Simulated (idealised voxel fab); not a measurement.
The following is a process module called voxel air gaps.
Section shown: cut. Width: 265 nm. Cell size: 5 nm, square.
Just so we're on the same page, the cross-sections are grids of square cells, and they're listed out in bands top to bottom, each band one or more rows deep. Within each band entry, the heights of the top and of the bottom of the band appear first, in that order and in nm; the materials of the band then follow from left to right, each with its corresponding width in nm. The designation "edge to edge" on a single material indicates that it fills the band from edge to edge; the designation "empty" indicates empty space. Heads up on the height convention: 0 is the point under which the incoming wafer is all one material, and the lowest band has no bottom, it just keeps going down, like "0 nm and below". Per-row width for "30 to 40": begins at first number (top row of band), ends at second number (bottom row), increment between rows held constant. No cell of the cross-section changed in a step that is given as "changes: none". "Entrapped void list" - sealed voids, min. 8 cells, no opening to top; format: width x height at distance (distance from left edge; nm throughout). On each step's line, the part that comes after the settings is the simulator's own comment on the step. overlay nm: right-of-plan distance of the mask on a masked step; negative values mean left-of-plan.
## Steps in the process plan
1 RECEIVE: material Si
2 CONFORMAL_DEP: material SiO2, thk nm 15
3 CONFORMAL_DEP: material SiN, thk nm 5
4 DIRECTIONAL_DEP: material SiO2, thk nm 40
5 DIRECTIONAL_DEP: material aC, thk nm 15
6 PATTERN: tone open, mask id LINES, material resist, width nm 15, pitch nm 40, thk nm 35, overlay nm 0
7 DIRECTIONAL_ETCH: etch materials aC, depth nm 15
8 STRIP: etch materials resist
9 DIRECTIONAL_ETCH: etch materials SiO2, depth nm 40
10 STRIP: etch materials aC
11 CONFORMAL_DEP: material TiN, thk nm 5
12 FILL_DEP: material W, thk nm 10
13 CMP: height nm 60
14 EPI: material Ru, thk nm 10
15 SELECTIVE_ETCH: etch materials SiO2, depth nm 50
16 CONFORMAL_DEP: material SiN, thk nm 5
## First wafer out of two, processed as planned
## Cross-section of the wafer upon arrival, representing the state reached after step 1
    0 nm and below = Si edge to edge
    Entrapped void list: none
## after step 2
    15 nm to 0 nm = SiO2 edge to edge
    Below 0, the layers are the same as they were.
## after step 3
    20 nm to 15 nm = SiN edge to edge
    Below 15, the layers are the same as they were.
## after step 4
    60 nm to 20 nm = SiO2 edge to edge
    Below 20, the layers are the same as they were.
## after step 5
    75 nm to 60 nm = aC edge to edge
    Below 60, the layers are the same as they were.
## after step 6
    110 nm to 75 nm = resist: 85, then empty: 15, then resist: 25, then empty: 15, then resist: 25, then empty: 15, then resist: 85
    Below 75, the layers are the same as they were.
## after step 7
    95 nm to 75 nm = resist: 85, then empty: 15, then resist: 25, then empty: 15, then resist: 25, then empty: 15, then resist: 85
    75 nm to 60 nm = aC: 85, then empty: 15, then aC: 25, then empty: 15, then aC: 25, then empty: 15, then aC: 85
    Below 60, the layers are the same as they were.
## after step 8
    75 nm to 60 nm = aC: 85, then empty: 15, then aC: 25, then empty: 15, then aC: 25, then empty: 15, then aC: 85
    Below 60, the layers are the same as they were.
## after step 9
    75 nm to 60 nm = aC: 85, then empty: 15, then aC: 25, then empty: 15, then aC: 25, then empty: 15, then aC: 85
    60 nm to 20 nm = SiO2: 85, then empty: 15, then SiO2: 25, then empty: 15, then SiO2: 25, then empty: 15, then SiO2: 85
    Below 20, the layers are the same as they were.
## after step 10
    60 nm to 20 nm = SiO2: 85, then empty: 15, then SiO2: 25, then empty: 15, then SiO2: 25, then empty: 15, then SiO2: 85
    Below 20, the layers are the same as they were.
## after step 11
    65 nm to 60 nm = TiN: 90, then empty: 5, then TiN: 35, then empty: 5, then TiN: 35, then empty: 5, then TiN: 90
    60 nm to 25 nm = SiO2: 85, then TiN: 5, then empty: 5, then TiN: 5, then SiO2: 25, then TiN: 5, then empty: 5, then TiN: 5, then SiO2: 25, then TiN: 5, then empty: 5, then TiN: 5, then SiO2: 85
    25 nm to 20 nm = SiO2: 85, then TiN: 15, then SiO2: 25, then TiN: 15, then SiO2: 25, then TiN: 15, then SiO2: 85
    Below 20, the layers are the same as they were.
## after step 12
    75 nm to 65 nm = W edge to edge
    65 nm to 60 nm = TiN: 90, then W: 5, then TiN: 35, then W: 5, then TiN: 35, then W: 5, then TiN: 90
    60 nm to 25 nm = SiO2: 85, then TiN: 5, then W: 5, then TiN: 5, then SiO2: 25, then TiN: 5, then W: 5, then TiN: 5, then SiO2: 25, then TiN: 5, then W: 5, then TiN: 5, then SiO2: 85
    Below 25, the layers are the same as they were.
## after step 13
    60 nm to 25 nm = SiO2: 85, then TiN: 5, then W: 5, then TiN: 5, then SiO2: 25, then TiN: 5, then W: 5, then TiN: 5, then SiO2: 25, then TiN: 5, then W: 5, then TiN: 5, then SiO2: 85
    Below 25, the layers are the same as they were.
## after step 14
    70 nm to 60 nm = empty: 75, then Ru: 35, then empty: 5, then Ru: 35, then empty: 5, then Ru: 35, then empty: 75
    Below 60, the layers are the same as they were.
## after step 15
    70 nm to 60 nm = empty: 75, then Ru: 35, then empty: 5, then Ru: 35, then empty: 5, then Ru: 35, then empty: 75
    60 nm to 25 nm = empty: 85, then TiN: 5, then W: 5, then TiN: 5, then empty: 25, then TiN: 5, then W: 5, then TiN: 5, then empty: 25, then TiN: 5, then W: 5, then TiN: 5, then empty: 85
    25 nm to 20 nm = empty: 85, then TiN: 15, then empty: 25, then TiN: 15, then empty: 25, then TiN: 15, then empty: 85
    Below 20, the layers are the same as they were.
## after step 16
    75 nm to 70 nm = empty: 70, then SiN: 125, then empty: 70
    70 nm to 60 nm = empty: 70, then SiN: 5, then Ru: 35, then SiN: 5, then Ru: 35, then SiN: 5, then Ru: 35, then SiN: 5, then empty: 70
    60 nm to 55 nm = empty: 70, then SiN: 15, then TiN: 5, then W: 5, then TiN: 5, then SiN: 25, then TiN: 5, then W: 5, then TiN: 5, then SiN: 25, then TiN: 5, then W: 5, then TiN: 5, then SiN: 15, then empty: 70
    55 nm to 25 nm = empty: 80, then SiN: 5, then TiN: 5, then W: 5, then TiN: 5, then SiN: 5, then empty: 15, then SiN: 5, then TiN: 5, then W: 5, then TiN: 5, then SiN: 5, then empty: 15, then SiN: 5, then TiN: 5, then W: 5, then TiN: 5, then SiN: 5, then empty: 80
    25 nm to 20 nm = SiN: 85, then TiN: 15, then SiN: 25, then TiN: 15, then SiN: 25, then TiN: 15, then SiN: 85
    Below 20, the layers are the same as they were.
    Entrapped void list: 15 x 30 at 105; 15 x 30 at 145
## The remaining wafer, second of the two, started like the first and was run to the same plan, except that one mistake was made along the way; the two coincide through step 1, inclusive
## Look at the second wafer in cross-section at the time step 2 ought to have finished
    15 nm to 0 nm = SiN edge to edge
    Below 0, the layers are the same as they were.
## Look at the second wafer in cross-section at the time step 3 ought to have finished
    20 nm to 0 nm = SiN edge to edge
    Below 0, the layers are the same as they were.
## Look at the second wafer in cross-section at the time step 4 ought to have finished
    60 nm to 20 nm = SiO2 edge to edge
    Below 20, the layers are the same as they were.
## Look at the second wafer in cross-section at the time step 5 ought to have finished
    75 nm to 60 nm = aC edge to edge
    Below 60, the layers are the same as they were.
## Look at the second wafer in cross-section at the time step 6 ought to have finished
    110 nm to 75 nm = resist: 85, then empty: 15, then resist: 25, then empty: 15, then resist: 25, then empty: 15, then resist: 85
    Below 75, the layers are the same as they were.
## Look at the second wafer in cross-section at the time step 7 ought to have finished
    95 nm to 75 nm = resist: 85, then empty: 15, then resist: 25, then empty: 15, then resist: 25, then empty: 15, then resist: 85
    75 nm to 60 nm = aC: 85, then empty: 15, then aC: 25, then empty: 15, then aC: 25, then empty: 15, then aC: 85
    Below 60, the layers are the same as they were.
## Look at the second wafer in cross-section at the time step 8 ought to have finished
    75 nm to 60 nm = aC: 85, then empty: 15, then aC: 25, then empty: 15, then aC: 25, then empty: 15, then aC: 85
    Below 60, the layers are the same as they were.
## Look at the second wafer in cross-section at the time step 9 ought to have finished
    75 nm to 60 nm = aC: 85, then empty: 15, then aC: 25, then empty: 15, then aC: 25, then empty: 15, then aC: 85
    60 nm to 20 nm = SiO2: 85, then empty: 15, then SiO2: 25, then empty: 15, then SiO2: 25, then empty: 15, then SiO2: 85
    Below 20, the layers are the same as they were.
## Look at the second wafer in cross-section at the time step 10 ought to have finished
    60 nm to 20 nm = SiO2: 85, then empty: 15, then SiO2: 25, then empty: 15, then SiO2: 25, then empty: 15, then SiO2: 85
    Below 20, the layers are the same as they were.
## Look at the second wafer in cross-section at the time step 11 ought to have finished
    65 nm to 60 nm = TiN: 90, then empty: 5, then TiN: 35, then empty: 5, then TiN: 35, then empty: 5, then TiN: 90
    60 nm to 25 nm = SiO2: 85, then TiN: 5, then empty: 5, then TiN: 5, then SiO2: 25, then TiN: 5, then empty: 5, then TiN: 5, then SiO2: 25, then TiN: 5, then empty: 5, then TiN: 5, then SiO2: 85
    25 nm to 20 nm = SiO2: 85, then TiN: 15, then SiO2: 25, then TiN: 15, then SiO2: 25, then TiN: 15, then SiO2: 85
    Below 20, the layers are the same as they were.
## Look at the second wafer in cross-section at the time step 12 ought to have finished
    75 nm to 65 nm = W edge to edge
    65 nm to 60 nm = TiN: 90, then W: 5, then TiN: 35, then W: 5, then TiN: 35, then W: 5, then TiN: 90
    60 nm to 25 nm = SiO2: 85, then TiN: 5, then W: 5, then TiN: 5, then SiO2: 25, then TiN: 5, then W: 5, then TiN: 5, then SiO2: 25, then TiN: 5, then W: 5, then TiN: 5, then SiO2: 85
    Below 25, the layers are the same as they were.
## Look at the second wafer in cross-section at the time step 13 ought to have finished
    60 nm to 25 nm = SiO2: 85, then TiN: 5, then W: 5, then TiN: 5, then SiO2: 25, then TiN: 5, then W: 5, then TiN: 5, then SiO2: 25, then TiN: 5, then W: 5, then TiN: 5, then SiO2: 85
    Below 25, the layers are the same as they were.
## Look at the second wafer in cross-section at the time step 14 ought to have finished
    70 nm to 60 nm = empty: 75, then Ru: 35, then empty: 5, then Ru: 35, then empty: 5, then Ru: 35, then empty: 75
    Below 60, the layers are the same as they were.
## Look at the second wafer in cross-section at the time step 15 ought to have finished
    70 nm to 60 nm = empty: 75, then Ru: 35, then empty: 5, then Ru: 35, then empty: 5, then Ru: 35, then empty: 75
    60 nm to 25 nm = empty: 85, then TiN: 5, then W: 5, then TiN: 5, then empty: 25, then TiN: 5, then W: 5, then TiN: 5, then empty: 25, then TiN: 5, then W: 5, then TiN: 5, then empty: 85
    25 nm to 20 nm = empty: 85, then TiN: 15, then empty: 25, then TiN: 15, then empty: 25, then TiN: 15, then empty: 85
    Below 20, the layers are the same as they were.
## Look at the second wafer in cross-section at the time step 16 ought to have finished
    75 nm to 70 nm = empty: 70, then SiN: 125, then empty: 70
    70 nm to 60 nm = empty: 70, then SiN: 5, then Ru: 35, then SiN: 5, then Ru: 35, then SiN: 5, then Ru: 35, then SiN: 5, then empty: 70
    60 nm to 55 nm = empty: 70, then SiN: 15, then TiN: 5, then W: 5, then TiN: 5, then SiN: 25, then TiN: 5, then W: 5, then TiN: 5, then SiN: 25, then TiN: 5, then W: 5, then TiN: 5, then SiN: 15, then empty: 70
    55 nm to 25 nm = empty: 80, then SiN: 5, then TiN: 5, then W: 5, then TiN: 5, then SiN: 5, then empty: 15, then SiN: 5, then TiN: 5, then W: 5, then TiN: 5, then SiN: 5, then empty: 15, then SiN: 5, then TiN: 5, then W: 5, then TiN: 5, then SiN: 5, then empty: 80
    25 nm to 20 nm = SiN: 85, then TiN: 15, then SiN: 25, then TiN: 15, then SiN: 25, then TiN: 15, then SiN: 85
    Below 20, the layers are the same as they were.
    Entrapped void list: 15 x 30 at 105; 15 x 30 at 145
Finding, execution versus plan: step 2 ran with different settings than intended, the actual operation and settings being CONFORMAL_DEP: material SiN, thk nm 15
At the finish, the second wafer shows more or fewer cells for some materials than the first does: SiN: 159 more; SiO2: 159 fewer
